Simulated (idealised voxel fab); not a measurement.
This section sets out a process module, namely voxel transistor to metal.
Xsec cut, 150 nm wide, square cell size 5 nm.
The cross-sections in this document take the form of a grid made of square cells. They are written out as bands, in order from top to bottom. Each band consists of one or more rows of cells. Within each band entry, the heights of the top and of the bottom of the band appear first, in that order and in nm; the materials of the band then follow from left to right, each with its corresponding width in nm. The designation "all across" on a single material indicates that it fills the band from edge to edge; the designation "blank" indicates empty space. A quick word on heights: they are counted from 0, and under that level the wafer as it came to us is one material throughout. The lowest band is different from the rest in having no bottom; it simply continues downward, written as in "0..down". Quick explanation for "30 to 40": the width changes in equal steps down the rows of cells, from the first number in the band's top row to the second number in its bottom row. "left unchanged" for a step: no cell of the cross-section changed in that step. "Unvented internal voids": empty spaces of 8 cells or more with no open way to the top, each given as width x height at distance, distance from the left edge, all in nm. Past the settings on a step's line: simulator remark, on that step. overlay nm: mask offset rightward from planned place, masked step; negative means leftward offset.

PROCESS STEPS - PLAN
1. RECEIVE, material Si
2. CONFORMAL_DEP, material SiO2, thk nm 5
3. CONFORMAL_DEP, material SiN, thk nm 15
4. DIRECTIONAL_DEP, material aC, thk nm 10
5. PATTERN, tone cover, mask id ACTIVE, material resist, width nm 105, thk nm 30, overlay nm 0
6. DIRECTIONAL_ETCH, etch materials aC, depth nm 10
7. STRIP, etch materials resist
8. DIRECTIONAL_ETCH, etch materials SiN, depth nm 15
9. DIRECTIONAL_ETCH, etch materials SiO2, depth nm 5
10. DIRECTIONAL_ETCH, etch materials Si, depth nm 35
11. STRIP, etch materials aC
12. OXIDIZE, depth nm 5
13. FILL_DEP, material SiO2, thk nm 5
14. CMP, height nm 20
15. SELECTIVE_ETCH, etch materials SiO2, depth nm 5
16. STRIP, etch materials SiN
17. SELECTIVE_ETCH, etch materials SiO2, depth nm 5
18. OXIDIZE, depth nm 5
19. DIRECTIONAL_DEP, material polySi, thk nm 20
20. DIRECTIONAL_DEP, material SiCN, thk nm 15
21. MASKED_ETCH, tone cover, mask id GATE, width nm 15, etch materials SiCN, depth nm 25, overlay nm 0
22. MASKED_ETCH, tone cover, mask id GATE, width nm 25, etch materials polySi, depth nm 30, overlay nm 0
23. CONFORMAL_DEP, material SiO2, thk nm 5
24. DIRECTIONAL_ETCH, etch materials SiO2, depth nm 5
25. CONFORMAL_DEP, material SiN, thk nm 5
26. DIRECTIONAL_ETCH, etch materials SiN, depth nm 5
27. DIRECTIONAL_ETCH, etch materials SiO2, depth nm 5
28. DIRECTIONAL_ETCH, etch materials Si, depth nm 10
29. EPI, material pSi, thk nm 15
30. FILL_DEP, material SiO2, thk nm 10
31. CMP, height nm 35
32. DIRECTIONAL_DEP, material SiO2, thk nm 10
33. PATTERN, tone open, mask id CONTACT, material resist, width nm 30, pitch nm 65, thk nm 15, overlay nm 0
34. DIRECTIONAL_ETCH, etch materials SiO2, depth nm 45
35. STRIP, etch materials resist
36. CONFORMAL_DEP, material TiN, thk nm 5
37. FILL_DEP, material W, thk nm 5
38. CMP, height nm 45
39. DIRECTIONAL_DEP, material TiN, thk nm 5
40. DIRECTIONAL_DEP, material W, thk nm 15
41. PATTERN, tone cover, mask id METAL_1, material resist, width nm 20, pitch nm 75, thk nm 20, overlay nm 0
42. DIRECTIONAL_ETCH, etch materials W, depth nm 15
43. DIRECTIONAL_ETCH, etch materials TiN, depth nm 5
44. STRIP, etch materials resist
45. FILL_DEP, material lowk, thk nm 10
46. CMP, height nm 65
47. CONFORMAL_DEP, material SiCN, thk nm 5
Quick note for whoever runs this: the wafers start identical, but the width nm at step 21 isn't the same across them. The plan just shows what the first wafer had.

AS-RECEIVED STATE AFTER STEP 1, FIRST OF SEVERAL WAFERS, CROSS-SECTION
    0..down  Si all across
    Unvented internal voids: none

THE TABLE BELOW HAS ONE ROW FOR EACH WAFER; A ROW SHOWS, AS OF THE END OF THE MODULE, HOW MANY CELLS OF EACH MATERIAL THE WAFER HAS GAINED, MARKED (+), OR LOST, MARKED (-), SINCE IT WAS RECEIVED, AND THEN THE WAFER'S CLOSED VOIDS
width nm 15 | -127 Si | +39 SiCN | +18 SiN | +220 SiO2 | +52 TiN | +68 W | +88 lowk | +42 pSi | +20 polySi | Unvented internal voids: none
width nm 20 | -127 Si | +42 SiCN | +18 SiN | +220 SiO2 | +52 TiN | +65 W | +88 lowk | +42 pSi | +20 polySi | Unvented internal voids: none
width nm 25 | -127 Si | +45 SiCN | +18 SiN | +220 SiO2 | +52 TiN | +62 W | +88 lowk | +42 pSi | +20 polySi | Unvented internal voids: none
width nm 30 | -125 Si | +48 SiCN | +18 SiN | +214 SiO2 | +57 TiN | +57 W | +88 lowk | +39 pSi | +24 polySi | Unvented internal voids: none
width nm 35 | -123 Si | +51 SiCN | +18 SiN | +208 SiO2 | +62 TiN | +52 W | +88 lowk | +36 pSi | +28 polySi | Unvented internal voids: none
width nm 40 | -121 Si | +54 SiCN | +18 SiN | +209 SiO2 | +60 TiN | +47 W | +88 lowk | +33 pSi | +32 polySi | Unvented internal voids: none
